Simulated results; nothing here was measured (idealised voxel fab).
A process module follows: voxel capacitor over wiring.
The width of the displayed cross-section, cut, is 225 nm; its cells are square, with a size of 5 nm.
In this document a cross-section is written as a grid of square cells. It is given as a series of bands, listed from the top down, and a band is one or more rows of cells. Heights first: top, then bottom, in nm. Then materials, left to right, each with a width in nm. "full width" on a single material: fills the band edge to edge. "empty": empty space. Heights are expressed relative to 0, this being the level below which the as-received wafer comprises one material exclusively. The lowest band is unbounded in the downward direction and is denoted as in "0 down". The two numbers in a width such as "30->40" mark its ends across the band: the first belongs to the top row of cells, the second to the bottom row, and from each row to the next the width moves by the same amount. Any step labelled "no modifications" changed none of the cells in the cross-section. "closed voids" - sealed voids, min. 8 cells, no opening to top; format: width x height at distance (distance from left edge; nm throughout). Where a step's line continues beyond its settings, the continuation is a remark by the simulator itself on that step. Regarding "overlay nm": on a step with a mask, it is the distance the mask lay to the right of its planned place; a negative value places it to the left. If you're wondering how to read the rest of this, here's the deal. It's pairs of cross-sections: one from before a process step, one from after it. The after one is only drawn as far down as the lowest band that changed. Right under each pair you'll see which step sits between them and what its settings were. Don't read the pairs as one continuous story, though. They can come from different runs of this module on the same starting wafer, and a pair only carries on from the one above it where its entry headed "Pre-step" says so.

# Pre-step
* 0 down: Si full width
* closed voids: none

# Sectional View, Post-Process
* 10 to 0: SiO2 full width
* Rest of section, below 0: as before.
* closed voids: none
Between before and after, shown above: CONFORMAL_DEP with material SiO2, thk nm 10

Pre-step: identical to the post-step cross-section of the immediately preceding pair.

# Sectional View, Post-Process
* 15 to 10: TiN full width
* Rest of section, below 10: as before.
* closed voids: none
Between before and after, shown above: DIRECTIONAL_DEP with material TiN, thk nm 5

Pre-step: identical to the post-step cross-section of the immediately preceding pair.

# Sectional View, Post-Process
* 35 to 15: Ru full width
* Rest of section, below 15: as before.
* closed voids: none
Between before and after, shown above: DIRECTIONAL_DEP with material Ru, thk nm 20

Pre-step: identical to the post-step cross-section of the immediately preceding pair.

# Sectional View, Post-Process
* 50 to 35: empty: 55  resist: 25  empty: 60  resist: 25  empty: 60
* Rest of section, below 35: as before.
* closed voids: none
Between before and after, shown above: PATTERN with tone cover, mask id METAL_1, material resist, width nm 25, pitch nm 85, thk nm 15, overlay nm 0

Pre-step: identical to the post-step cross-section of the immediately preceding pair.

# Sectional View, Post-Process
* 50 to 35: empty: 55  resist: 25  empty: 60  resist: 25  empty: 60
* 35 to 15: empty: 55  Ru: 25  empty: 60  Ru: 25  empty: 60
* Rest of section, below 15: as before.
* closed voids: none
Between before and after, shown above: DIRECTIONAL_ETCH with etch materials Ru, depth nm 20

Pre-step: identical to the post-step cross-section of the immediately preceding pair.

# Sectional View, Post-Process
* 50 to 35: empty: 55  resist: 25  empty: 60  resist: 25  empty: 60
* 35 to 15: empty: 55  Ru: 25  empty: 60  Ru: 25  empty: 60
* 15 to 10: empty: 55  TiN: 25  empty: 60  TiN: 25  empty: 60
* Rest of section, below 10: as before.
* closed voids: none
Between before and after, shown above: DIRECTIONAL_ETCH with etch materials TiN, depth nm 5

Pre-step: identical to the post-step cross-section of the immediately preceding pair.

# Sectional View, Post-Process
* 35 to 15: empty: 55  Ru: 25  empty: 60  Ru: 25  empty: 60
* Rest of section, below 15: as before.
* closed voids: none
Between before and after, shown above: STRIP with etch materials resist

Pre-step: identical to the post-step cross-section of the immediately preceding pair.

# Sectional View, Post-Process
* 40 to 35: empty: 50  SiN: 35  empty: 50  SiN: 35  empty: 55
* 35 to 15: empty: 50  SiN: 5  Ru: 25  SiN: 5  empty: 50  SiN: 5  Ru: 25  SiN: 5  empty: 55
* 15 to 10: SiN: 55  TiN: 25  SiN: 60  TiN: 25  SiN: 60
* Rest of section, below 10: as before.
* closed voids: none
Between before and after, shown above: CONFORMAL_DEP with material SiN, thk nm 5

Pre-step: identical to the post-step cross-section of the immediately preceding pair.

# Sectional View, Post-Process
* 45 to 40: SiO2 full width
* 40 to 35: SiO2: 50  SiN: 35  SiO2: 50  SiN: 35  SiO2: 55
* 35 to 15: SiO2: 50  SiN: 5  Ru: 25  SiN: 5  SiO2: 50  SiN: 5  Ru: 25  SiN: 5  SiO2: 55
* Rest of section, below 15: as before.
* closed voids: none
Between before and after, shown above: FILL_DEP with material SiO2, thk nm 5

Pre-step: identical to the post-step cross-section of the immediately preceding pair.

# Sectional View, Post-Process
* 35 to 15: SiO2: 50  SiN: 5  Ru: 25  SiN: 5  SiO2: 50  SiN: 5  Ru: 25  SiN: 5  SiO2: 55
* Rest of section, below 15: as before.
* closed voids: none
Between before and after, shown above: CMP with height nm 35

Pre-step: identical to the post-step cross-section of the immediately preceding pair.

# Sectional View, Post-Process
* 40 to 35: SiCN full width
* Rest of section, below 35: as before.
* closed voids: none
Between before and after, shown above: CONFORMAL_DEP with material SiCN, thk nm 5

Pre-step: identical to the post-step cross-section of the immediately preceding pair.

# Sectional View, Post-Process
* 60 to 40: lowk full width
* Rest of section, below 40: as before.
* closed voids: none
Between before and after, shown above: DIRECTIONAL_DEP with material lowk, thk nm 20

Pre-step: identical to the post-step cross-section of the immediately preceding pair.

# Sectional View, Post-Process
* 75 to 60: aC full width
* Rest of section, below 60: as before.
* closed voids: none
Between before and after, shown above: DIRECTIONAL_DEP with material aC, thk nm 15

Pre-step: identical to the post-step cross-section of the immediately preceding pair.

# Sectional View, Post-Process
* 105 to 75: resist: 65  empty: 15  resist: 145
* Rest of section, below 75: as before.
* closed voids: none
Between before and after, shown above: PATTERN with tone open, mask id PLUG_1, material resist, width nm 15, thk nm 30, overlay nm 0

Pre-step: identical to the post-step cross-section of the immediately preceding pair.

# Sectional View, Post-Process
* 90 to 75: resist: 65  empty: 15  resist: 145
* 75 to 60: aC: 65  empty: 15  aC: 145
* Rest of section, below 60: as before.
* closed voids: none
Between before and after, shown above: DIRECTIONAL_ETCH with etch materials aC, depth nm 15

Pre-step: identical to the post-step cross-section of the immediately preceding pair.

# Sectional View, Post-Process
* 75 to 60: aC: 65  empty: 15  aC: 145
* Rest of section, below 60: as before.
* closed voids: none
Between before and after, shown above: STRIP with etch materials resist

Pre-step: identical to the post-step cross-section of the immediately preceding pair.

# Sectional View, Post-Process
* 75 to 60: aC: 65  empty: 15  aC: 145
* 60 to 40: lowk: 65  empty: 15  lowk: 145
* Rest of section, below 40: as before.
* closed voids: none
Between before and after, shown above: DIRECTIONAL_ETCH with etch materials lowk, depth nm 20

Pre-step: identical to the post-step cross-section of the immediately preceding pair.

# Sectional View, Post-Process
* 75 to 60: aC: 65  empty: 15  aC: 145
* 60 to 40: lowk: 65  empty: 15  lowk: 145
* 40 to 35: SiCN: 65  empty: 15  SiCN: 145
* Rest of section, below 35: as before.
* closed voids: none
Between before and after, shown above: DIRECTIONAL_ETCH with etch materials SiCN, depth nm 5

Pre-step: identical to the post-step cross-section of the immediately preceding pair.

# Sectional View, Post-Process
* 60 to 40: lowk: 65  empty: 15  lowk: 145
* Rest of section, below 40: as before.
* closed voids: none
Between before and after, shown above: STRIP with etch materials aC

Pre-step: identical to the post-step cross-section of the immediately preceding pair.

# Sectional View, Post-Process
* 65 to 60: TiN: 70  empty: 5  TiN: 150
* 60 to 40: lowk: 65  TiN: 5  empty: 5  TiN: 5  lowk: 145
* 40 to 35: SiCN: 65  TiN: 15  SiCN: 145
* Rest of section, below 35: as before.
* closed voids: none
Between before and after, shown above: CONFORMAL_DEP with material TiN, thk nm 5

Pre-step: identical to the post-step cross-section of the immediately preceding pair.

# Sectional View, Post-Process
* 70 to 65: W full width
* 65 to 60: TiN: 70  W: 5  TiN: 150
* 60 to 40: lowk: 65  TiN: 5  W: 5  TiN: 5  lowk: 145
* Rest of section, below 40: as before.
* closed voids: none
Between before and after, shown above: FILL_DEP with material W, thk nm 5

Pre-step: identical to the post-step cross-section of the immediately preceding pair.

# Sectional View, Post-Process
* 60 to 40: lowk: 65  TiN: 5  W: 5  TiN: 5  lowk: 145
* Rest of section, below 40: as before.
* closed voids: none
Between before and after, shown above: CMP with height nm 60

Pre-step: identical to the post-step cross-section of the immediately preceding pair.

# Sectional View, Post-Process
* 70 to 60: TiN full width
* Rest of section, below 60: as before.
* closed voids: none
Between before and after, shown above: DIRECTIONAL_DEP with material TiN, thk nm 10

Pre-step: identical to the post-step cross-section of the immediately preceding pair.

# Sectional View, Post-Process
* 75 to 70: SiN full width
* Rest of section, below 70: as before.
* closed voids: none
Between before and after, shown above: DIRECTIONAL_DEP with material SiN, thk nm 5

Pre-step: identical to the post-step cross-section of the immediately preceding pair.

# Sectional View, Post-Process
* 85 to 75: TiN full width
* Rest of section, below 75: as before.
* closed voids: none
Between before and after, shown above: DIRECTIONAL_DEP with material TiN, thk nm 10

Pre-step: identical to the post-step cross-section of the immediately preceding pair.

# Sectional View, Post-Process
* 85 to 75: empty: 65  TiN: 65  empty: 95
* Rest of section, below 75: as before.
* closed voids: none
Between before and after, shown above: MASKED_ETCH with tone cover, mask id UPPER_PLATE, width nm 65, etch materials TiN, depth nm 10, overlay nm 0

Pre-step: identical to the post-step cross-section of the immediately preceding pair.

# Sectional View, Post-Process
* 85 to 75: empty: 65  TiN: 65  empty: 95
* 75 to 70: empty: 65  SiN: 65  empty: 95
* Rest of section, below 70: as before.
* closed voids: none
Between before and after, shown above: MASKED_ETCH with tone cover, mask id UPPER_PLATE, width nm 65, etch materials SiN, depth nm 5, overlay nm 0

Pre-step: identical to the post-step cross-section of the immediately preceding pair.

# Sectional View, Post-Process
* 100 to 85: empty: 65  aC: 65  empty: 95
* 85 to 75: aC: 65  TiN: 65  aC: 95
* 75 to 70: aC: 65  SiN: 65  aC: 95
* Rest of section, below 70: as before.
* closed voids: none
Between before and after, shown above: DIRECTIONAL_DEP with material aC, thk nm 15

Pre-step: identical to the post-step cross-section of the immediately preceding pair.

# Sectional View, Post-Process
* 130 to 100: empty: 60  resist: 75  empty: 90
* 100 to 85: empty: 60  resist: 5  aC: 65  resist: 5  empty: 90
* Rest of section, below 85: as before.
* closed voids: none
Between before and after, shown above: PATTERN with tone cover, mask id LOWER_PLATE, material resist, width nm 75, thk nm 30, overlay nm 0

Pre-step: identical to the post-step cross-section of the immediately preceding pair.

# Sectional View, Post-Process
* 115 to 100: empty: 60  resist: 75  empty: 90
* 100 to 85: empty: 60  resist: 5  aC: 65  resist: 5  empty: 90
* 85 to 75: empty: 60  aC: 5  TiN: 65  aC: 5  empty: 90
* 75 to 70: empty: 60  aC: 5  SiN: 65  aC: 5  empty: 90
* Rest of section, below 70: as before.
* closed voids: none
Between before and after, shown above: DIRECTIONAL_ETCH with etch materials aC, depth nm 15

Pre-step: identical to the post-step cross-section of the immediately preceding pair.

# Sectional View, Post-Process
* 100 to 85: empty: 65  aC: 65  empty: 95
* Rest of section, below 85: as before.
* closed voids: none
Between before and after, shown above: STRIP with etch materials resist

Pre-step: identical to the post-step cross-section of the immediately preceding pair.

# Sectional View, Post-Process
* 100 to 85: empty: 65  aC: 65  empty: 95
* 85 to 75: empty: 60  aC: 5  TiN: 65  aC: 5  empty: 90
* 75 to 70: empty: 60  aC: 5  SiN: 65  aC: 5  empty: 90
* 70 to 60: empty: 60  TiN: 75  empty: 90
* Rest of section, below 60: as before.
* closed voids: none
Between before and after, shown above: DIRECTIONAL_ETCH with etch materials TiN, depth nm 10

Pre-step: identical to the post-step cross-section of the immediately preceding pair.

# Sectional View, Post-Process
* 85 to 75: empty: 65  TiN: 65  empty: 95
* 75 to 70: empty: 65  SiN: 65  empty: 95
* Rest of section, below 70: as before.
* closed voids: none
Between before and after, shown above: STRIP with etch materials aC

Pre-step: identical to the post-step cross-section of the immediately preceding pair.

# Sectional View, Post-Process
* 100 to 85: SiO2 full width
* 85 to 75: SiO2: 65  TiN: 65  SiO2: 95
* 75 to 70: SiO2: 65  SiN: 65  SiO2: 95
* 70 to 60: SiO2: 60  TiN: 75  SiO2: 90
* Rest of section, below 60: as before.
* closed voids: none
Between before and after, shown above: FILL_DEP with material SiO2, thk nm 15

Pre-step: identical to the post-step cross-section of the immediately preceding pair.

# Sectional View, Post-Process
* 95 to 85: SiO2 full width
* Rest of section, below 85: as before.
* closed voids: none
Between before and after, shown above: CMP with height nm 95

Pre-step: identical to the post-step cross-section of the immediately preceding pair.

# Sectional View, Post-Process
* 110 to 95: resist: 75  empty: 15  resist: 135
* Rest of section, below 95: as before.
* closed voids: none
Between before and after, shown above: PATTERN with tone open, mask id PLUG_2, material resist, width nm 15, thk nm 15, overlay nm 0

Pre-step: identical to the post-step cross-section of the immediately preceding pair.

# Sectional View, Post-Process
* 110 to 95: resist: 75  empty: 15  resist: 135
* 95 to 85: SiO2: 75  empty: 15  SiO2: 135
* Rest of section, below 85: as before.
* closed voids: none
Between before and after, shown above: DIRECTIONAL_ETCH with etch materials SiO2, depth nm 10

Pre-step: identical to the post-step cross-section of the immediately preceding pair.

# Sectional View, Post-Process
* 95 to 85: SiO2: 75  empty: 15  SiO2: 135
* Rest of section, below 85: as before.
* closed voids: none
Between before and after, shown above: STRIP with etch materials resist

Pre-step: identical to the post-step cross-section of the immediately preceding pair.

# Sectional View, Post-Process
* 100 to 95: TiN: 80  empty: 5  TiN: 140
* 95 to 90: SiO2: 75  TiN: 5  empty: 5  TiN: 5  SiO2: 135
* 90 to 85: SiO2: 75  TiN: 15  SiO2: 135
* Rest of section, below 85: as before.
* closed voids: none
Between before and after, shown above: CONFORMAL_DEP with material TiN, thk nm 5

Pre-step: identical to the post-step cross-section of the immediately preceding pair.

# Sectional View, Post-Process
* 110 to 100: Cu full width
* 100 to 95: TiN: 80  Cu: 5  TiN: 140
* 95 to 90: SiO2: 75  TiN: 5  Cu: 5  TiN: 5  SiO2: 135
* Rest of section, below 90: as before.
* closed voids: none
Between before and after, shown above: FILL_DEP with material Cu, thk nm 10

Pre-step: identical to the post-step cross-section of the immediately preceding pair.

# Sectional View, Post-Process
* 95 to 90: SiO2: 75  TiN: 5  Cu: 5  TiN: 5  SiO2: 135
* Rest of section, below 90: as before.
* closed voids: none
Between before and after, shown above: CMP with height nm 95

Pre-step: identical to the post-step cross-section of the immediately preceding pair.

# Sectional View, Post-Process
* 100 to 95: SiCN full width
* Rest of section, below 95: as before.
* closed voids: none
Between before and after, shown above: CONFORMAL_DEP with material SiCN, thk nm 5

# Pre-step
* 70 to 60: TiN full width
* 60 to 40: lowk: 65  TiN: 5  W: 5  TiN: 5  lowk: 145
* 40 to 35: SiCN: 65  TiN: 15  SiCN: 145
* 35 to 15: SiO2: 50  SiN: 5  Ru: 25  SiN: 5  SiO2: 50  SiN: 5  Ru: 25  SiN: 5  SiO2: 55
* 15 to 10: SiN: 55  TiN: 25  SiN: 60  TiN: 25  SiN: 60
* 10 to 0: SiO2 full width
* 0 down: Si full width
* closed voids: none

# Sectional View, Post-Process
* 80 to 60: TiN full width
* Rest of section, below 60: as before.
* closed voids: none
Between before and after, shown above: DIRECTIONAL_DEP with material TiN, thk nm 10

Pre-step: identical to the post-step cross-section of the immediately preceding pair.

# Sectional View, Post-Process
* 80 to 70: empty: 65  TiN: 65  empty: 95
* Rest of section, below 70: as before.
* closed voids: none
Between before and after, shown above: MASKED_ETCH with tone cover, mask id UPPER_PLATE, width nm 65, etch materials TiN, depth nm 10, overlay nm 0

Pre-step: identical to the post-step cross-section of the immediately preceding pair.

# Sectional View, Post-Process
* 95 to 85: empty: 65  aC: 65  empty: 95
* 85 to 80: aC full width
* 80 to 70: aC: 65  TiN: 65  aC: 95
* Rest of section, below 70: as before.
* closed voids: none
Between before and after, shown above: DIRECTIONAL_DEP with material aC, thk nm 15

Pre-step: identical to the post-step cross-section of the immediately preceding pair.

# Sectional View, Post-Process
* 125 to 95: empty: 60  resist: 75  empty: 90
* 95 to 85: empty: 60  resist: 5  aC: 65  resist: 5  empty: 90
* Rest of section, below 85: as before.
* closed voids: none
Between before and after, shown above: PATTERN with tone cover, mask id LOWER_PLATE, material resist, width nm 75, thk nm 30, overlay nm 0

Pre-step: identical to the post-step cross-section of the immediately preceding pair.

# Sectional View, Post-Process
* 110 to 95: empty: 60  resist: 75  empty: 90
* 95 to 85: empty: 60  resist: 5  aC: 65  resist: 5  empty: 90
* 85 to 80: empty: 60  aC: 75  empty: 90
* 80 to 70: empty: 60  aC: 5  TiN: 65  aC: 5  empty: 90
* Rest of section, below 70: as before.
* closed voids: none
Between before and after, shown above: DIRECTIONAL_ETCH with etch materials aC, depth nm 15

Pre-step: identical to the post-step cross-section of the immediately preceding pair.

# Sectional View, Post-Process
* 95 to 85: empty: 65  aC: 65  empty: 95
* Rest of section, below 85: as before.
* closed voids: none
Between before and after, shown above: STRIP with etch materials resist

Pre-step: identical to the post-step cross-section of the immediately preceding pair.

# Sectional View, Post-Process
* 95 to 85: empty: 65  aC: 65  empty: 95
* 85 to 80: empty: 60  aC: 75  empty: 90
* 80 to 70: empty: 60  aC: 5  TiN: 65  aC: 5  empty: 90
* 70 to 60: empty: 60  TiN: 75  empty: 90
* Rest of section, below 60: as before.
* closed voids: none
Between before and after, shown above: DIRECTIONAL_ETCH with etch materials TiN, depth nm 10

Pre-step: identical to the post-step cross-section of the immediately preceding pair.

# Sectional View, Post-Process
* 80 to 70: empty: 65  TiN: 65  empty: 95
* Rest of section, below 70: as before.
* closed voids: none
Between before and after, shown above: STRIP with etch materials aC

Pre-step: identical to the post-step cross-section of the immediately preceding pair.

# Sectional View, Post-Process
* 95 to 80: SiO2 full width
* 80 to 70: SiO2: 65  TiN: 65  SiO2: 95
* 70 to 60: SiO2: 60  TiN: 75  SiO2: 90
* Rest of section, below 60: as before.
* closed voids: none
Between before and after, shown above: FILL_DEP with material SiO2, thk nm 15

Pre-step: identical to the post-step cross-section of the immediately preceding pair.

# Sectional View, Post-Process
* 110 to 95: resist: 75  empty: 15  resist: 135
* Rest of section, below 95: as before.
* closed voids: none
Between before and after, shown above: PATTERN with tone open, mask id PLUG_2, material resist, width nm 15, thk nm 15, overlay nm 0

Pre-step: identical to the post-step cross-section of the immediately preceding pair.

# Sectional View, Post-Process
* 110 to 95: resist: 75  empty: 15  resist: 135
* 95 to 85: SiO2: 75  empty: 15  SiO2: 135
* Rest of section, below 85: as before.
* closed voids: none
Between before and after, shown above: DIRECTIONAL_ETCH with etch materials SiO2, depth nm 10

Pre-step: identical to the post-step cross-section of the immediately preceding pair.

# Sectional View, Post-Process
* 95 to 85: SiO2: 75  empty: 15  SiO2: 135
* Rest of section, below 85: as before.
* closed voids: none
Between before and after, shown above: STRIP with etch materials resist

Pre-step: identical to the post-step cross-section of the immediately preceding pair.

# Sectional View, Post-Process
* 100 to 95: TiN: 80  empty: 5  TiN: 140
* 95 to 90: SiO2: 75  TiN: 5  empty: 5  TiN: 5  SiO2: 135
* 90 to 85: SiO2: 75  TiN: 15  SiO2: 135
* Rest of section, below 85: as before.
* closed voids: none
Between before and after, shown above: CONFORMAL_DEP with material TiN, thk nm 5

Pre-step: identical to the post-step cross-section of the immediately preceding pair.

# Sectional View, Post-Process
* 110 to 100: Cu full width
* 100 to 95: TiN: 80  Cu: 5  TiN: 140
* 95 to 90: SiO2: 75  TiN: 5  Cu: 5  TiN: 5  SiO2: 135
* Rest of section, below 90: as before.
* closed voids: none
Between before and after, shown above: FILL_DEP with material Cu, thk nm 10

Pre-step: identical to the post-step cross-section of the immediately preceding pair.

# Sectional View, Post-Process
* 95 to 90: SiO2: 75  TiN: 5  Cu: 5  TiN: 5  SiO2: 135
* Rest of section, below 90: as before.
* closed voids: none
Between before and after, shown above: CMP with height nm 95

Pre-step: identical to the post-step cross-section of the immediately preceding pair.

# Sectional View, Post-Process
* 100 to 95: SiCN full width
* Rest of section, below 95: as before.
* closed voids: none
Between before and after, shown above: CONFORMAL_DEP with material SiCN, thk nm 5

# Pre-step
* 70 to 65: W full width
* 65 to 60: TiN: 70  W: 5  TiN: 150
* 60 to 40: lowk: 65  TiN: 5  W: 5  TiN: 5  lowk: 145
* 40 to 35: SiCN: 65  TiN: 15  SiCN: 145
* 35 to 15: SiO2: 50  SiN: 5  Ru: 25  SiN: 5  SiO2: 50  SiN: 5  Ru: 25  SiN: 5  SiO2: 55
* 15 to 10: SiN: 55  TiN: 25  SiN: 60  TiN: 25  SiN: 60
* 10 to 0: SiO2 full width
* 0 down: Si full width
* closed voids: none

# Sectional View, Post-Process
* 75 to 65: W full width
* Rest of section, below 65: as before.
* closed voids: none
Between before and after, shown above: FILL_DEP with material W, thk nm 5

Pre-step: identical to the post-step cross-section of the immediately preceding pair.

# Sectional View, Post-Process
* 60 to 40: lowk: 65  TiN: 5  W: 5  TiN: 5  lowk: 145
* Rest of section, below 40: as before.
* closed voids: none
Between before and after, shown above: CMP with height nm 60

Pre-step: identical to the post-step cross-section of the immediately preceding pair.

# Sectional View, Post-Process
* 65 to 60: SiN full width
* Rest of section, below 60: as before.
* closed voids: none
Between before and after, shown above: DIRECTIONAL_DEP with material SiN, thk nm 5

Pre-step: identical to the post-step cross-section of the immediately preceding pair.

# Sectional View, Post-Process
* 75 to 65: TiN full width
* Rest of section, below 65: as before.
* closed voids: none
Between before and after, shown above: DIRECTIONAL_DEP with material TiN, thk nm 10

Pre-step: identical to the post-step cross-section of the immediately preceding pair.

# Sectional View, Post-Process
* 85 to 65: TiN full width
* Rest of section, below 65: as before.
* closed voids: none
Between before and after, shown above: DIRECTIONAL_DEP with material TiN, thk nm 10

Pre-step: identical to the post-step cross-section of the immediately preceding pair.

# Sectional View, Post-Process
* 85 to 75: empty: 65  TiN: 65  empty: 95
* Rest of section, below 75: as before.
* closed voids: none
Between before and after, shown above: MASKED_ETCH with tone cover, mask id UPPER_PLATE, width nm 65, etch materials TiN, depth nm 10, overlay nm 0

Pre-step: identical to the post-step cross-section of the immediately preceding pair.

# Sectional View, Post-Process
* 100 to 90: empty: 65  aC: 65  empty: 95
* 90 to 85: aC full width
* 85 to 75: aC: 65  TiN: 65  aC: 95
* Rest of section, below 75: as before.
* closed voids: none
Between before and after, shown above: DIRECTIONAL_DEP with material aC, thk nm 15

Pre-step: identical to the post-step cross-section of the immediately preceding pair.

# Sectional View, Post-Process
* 130 to 100: empty: 60  resist: 75  empty: 90
* 100 to 90: empty: 60  resist: 5  aC: 65  resist: 5  empty: 90
* Rest of section, below 90: as before.
* closed voids: none
Between before and after, shown above: PATTERN with tone cover, mask id LOWER_PLATE, material resist, width nm 75, thk nm 30, overlay nm 0

Pre-step: identical to the post-step cross-section of the immediately preceding pair.

# Sectional View, Post-Process
* 115 to 100: empty: 60  resist: 75  empty: 90
* 100 to 90: empty: 60  resist: 5  aC: 65  resist: 5  empty: 90
* 90 to 85: empty: 60  aC: 75  empty: 90
* 85 to 75: empty: 60  aC: 5  TiN: 65  aC: 5  empty: 90
* Rest of section, below 75: as before.
* closed voids: none
Between before and after, shown above: DIRECTIONAL_ETCH with etch materials aC, depth nm 15

Pre-step: identical to the post-step cross-section of the immediately preceding pair.

# Sectional View, Post-Process
* 100 to 90: empty: 65  aC: 65  empty: 95
* Rest of section, below 90: as before.
* closed voids: none
Between before and after, shown above: STRIP with etch materials resist

Pre-step: identical to the post-step cross-section of the immediately preceding pair.

# Sectional View, Post-Process
* 100 to 90: empty: 65  aC: 65  empty: 95
* 90 to 85: empty: 60  aC: 75  empty: 90
* 85 to 75: empty: 60  aC: 5  TiN: 65  aC: 5  empty: 90
* 75 to 65: empty: 60  TiN: 75  empty: 90
* Rest of section, below 65: as before.
* closed voids: none
Between before and after, shown above: DIRECTIONAL_ETCH with etch materials TiN, depth nm 10

Pre-step: identical to the post-step cross-section of the immediately preceding pair.

# Sectional View, Post-Process
* 85 to 75: empty: 65  TiN: 65  empty: 95
* Rest of section, below 75: as before.
* closed voids: none
Between before and after, shown above: STRIP with etch materials aC

Pre-step: identical to the post-step cross-section of the immediately preceding pair.

# Sectional View, Post-Process
* 100 to 85: SiO2 full width
* 85 to 75: SiO2: 65  TiN: 65  SiO2: 95
* 75 to 65: SiO2: 60  TiN: 75  SiO2: 90
* Rest of section, below 65: as before.
* closed voids: none
Between before and after, shown above: FILL_DEP with material SiO2, thk nm 15

Pre-step: identical to the post-step cross-section of the immediately preceding pair.

# Sectional View, Post-Process
* 95 to 85: SiO2 full width
* Rest of section, below 85: as before.
* closed voids: none
Between before and after, shown above: CMP with height nm 95

Pre-step: identical to the post-step cross-section of the immediately preceding pair.

# Sectional View, Post-Process
* 110 to 95: resist: 75  empty: 15  resist: 135
* Rest of section, below 95: as before.
* closed voids: none
Between before and after, shown above: PATTERN with tone open, mask id PLUG_2, material resist, width nm 15, thk nm 15, overlay nm 0

Pre-step: identical to the post-step cross-section of the immediately preceding pair.

# Sectional View, Post-Process
* 110 to 95: resist: 75  empty: 15  resist: 135
* 95 to 85: SiO2: 75  empty: 15  SiO2: 135
* Rest of section, below 85: as before.
* closed voids: none
Between before and after, shown above: DIRECTIONAL_ETCH with etch materials SiO2, depth nm 10

Pre-step: identical to the post-step cross-section of the immediately preceding pair.

# Sectional View, Post-Process
* 95 to 85: SiO2: 75  empty: 15  SiO2: 135
* Rest of section, below 85: as before.
* closed voids: none
Between before and after, shown above: STRIP with etch materials resist

Pre-step: identical to the post-step cross-section of the immediately preceding pair.

# Sectional View, Post-Process
* 100 to 95: TiN: 80  empty: 5  TiN: 140
* 95 to 90: SiO2: 75  TiN: 5  empty: 5  TiN: 5  SiO2: 135
* 90 to 85: SiO2: 75  TiN: 15  SiO2: 135
* Rest of section, below 85: as before.
* closed voids: none
Between before and after, shown above: CONFORMAL_DEP with material TiN, thk nm 5

Pre-step: identical to the post-step cross-section of the immediately preceding pair.

# Sectional View, Post-Process
* 110 to 100: Cu full width
* 100 to 95: TiN: 80  Cu: 5  TiN: 140
* 95 to 90: SiO2: 75  TiN: 5  Cu: 5  TiN: 5  SiO2: 135
* Rest of section, below 90: as before.
* closed voids: none
Between before and after, shown above: FILL_DEP with material Cu, thk nm 10

Pre-step: identical to the post-step cross-section of the immediately preceding pair.

# Sectional View, Post-Process
* 95 to 90: SiO2: 75  TiN: 5  Cu: 5  TiN: 5  SiO2: 135
* Rest of section, below 90: as before.
* closed voids: none
Between before and after, shown above: CMP with height nm 95

Pre-step: identical to the post-step cross-section of the immediately preceding pair.

# Sectional View, Post-Process
* 100 to 95: SiCN full width
* Rest of section, below 95: as before.
* closed voids: none
Between before and after, shown above: CONFORMAL_DEP with material SiCN, thk nm 5

# Pre-step
* 40 to 35: SiCN full width
* 35 to 15: SiO2: 50  SiN: 5  Ru: 25  SiN: 5  SiO2: 50  SiN: 5  Ru: 25  SiN: 5  SiO2: 55
* 15 to 10: SiN: 55  TiN: 25  SiN: 60  TiN: 25  SiN: 60
* 10 to 0: SiO2 full width
* 0 down: Si full width
* closed voids: none

# Sectional View, Post-Process
* 55 to 40: lowk full width
* Rest of section, below 40: as before.
* closed voids: none
Between before and after, shown above: DIRECTIONAL_DEP with material lowk, thk nm 15

Pre-step: identical to the post-step cross-section of the immediately preceding pair.

# Sectional View, Post-Process
* 70 to 55: aC full width
* Rest of section, below 55: as before.
* closed voids: none
Between before and after, shown above: DIRECTIONAL_DEP with material aC, thk nm 15

Pre-step: identical to the post-step cross-section of the immediately preceding pair.

# Sectional View, Post-Process
* 100 to 70: resist: 65  empty: 15  resist: 145
* Rest of section, below 70: as before.
* closed voids: none
Between before and after, shown above: PATTERN with tone open, mask id PLUG_1, material resist, width nm 15, thk nm 30, overlay nm 0

Pre-step: identical to the post-step cross-section of the immediately preceding pair.

# Sectional View, Post-Process
* 85 to 70: resist: 65  empty: 15  resist: 145
* 70 to 55: aC: 65  empty: 15  aC: 145
* Rest of section, below 55: as before.
* closed voids: none
Between before and after, shown above: DIRECTIONAL_ETCH with etch materials aC, depth nm 15

Pre-step: identical to the post-step cross-section of the immediately preceding pair.

# Sectional View, Post-Process
* 70 to 55: aC: 65  empty: 15  aC: 145
* Rest of section, below 55: as before.
* closed voids: none
Between before and after, shown above: STRIP with etch materials resist

Pre-step: identical to the post-step cross-section of the immediately preceding pair.

# Sectional View, Post-Process
* 70 to 55: aC: 65  empty: 15  aC: 145
* 55 to 40: lowk: 65  empty: 15  lowk: 145
* Rest of section, below 40: as before.
* closed voids: none
Between before and after, shown above: DIRECTIONAL_ETCH with etch materials lowk, depth nm 20

Pre-step: identical to the post-step cross-section of the immediately preceding pair.

# Sectional View, Post-Process
* 70 to 55: aC: 65  empty: 15  aC: 145
* 55 to 40: lowk: 65  empty: 15  lowk: 145
* 40 to 35: SiCN: 65  empty: 15  SiCN: 145
* Rest of section, below 35: as before.
* closed voids: none
Between before and after, shown above: DIRECTIONAL_ETCH with etch materials SiCN, depth nm 5

Pre-step: identical to the post-step cross-section of the immediately preceding pair.

# Sectional View, Post-Process
* 55 to 40: lowk: 65  empty: 15  lowk: 145
* Rest of section, below 40: as before.
* closed voids: none
Between before and after, shown above: STRIP with etch materials aC

Pre-step: identical to the post-step cross-section of the immediately preceding pair.

# Sectional View, Post-Process
* 60 to 55: TiN: 70  empty: 5  TiN: 150
* 55 to 40: lowk: 65  TiN: 5  empty: 5  TiN: 5  lowk: 145
* 40 to 35: SiCN: 65  TiN: 15  SiCN: 145
* Rest of section, below 35: as before.
* closed voids: none
Between before and after, shown above: CONFORMAL_DEP with material TiN, thk nm 5

Pre-step: identical to the post-step cross-section of the immediately preceding pair.

# Sectional View, Post-Process
* 65 to 60: W full width
* 60 to 55: TiN: 70  W: 5  TiN: 150
* 55 to 40: lowk: 65  TiN: 5  W: 5  TiN: 5  lowk: 145
* Rest of section, below 40: as before.
* closed voids: none
Between before and after, shown above: FILL_DEP with material W, thk nm 5

Pre-step: identical to the post-step cross-section of the immediately preceding pair.

# Sectional View, Post-Process
* 60 to 55: TiN: 70  W: 5  TiN: 150
* Rest of section, below 55: as before.
* closed voids: none
Between before and after, shown above: CMP with height nm 60

Pre-step: identical to the post-step cross-section of the immediately preceding pair.

# Sectional View, Post-Process
* 70 to 60: TiN full width
* Rest of section, below 60: as before.
* closed voids: none
Between before and after, shown above: DIRECTIONAL_DEP with material TiN, thk nm 10
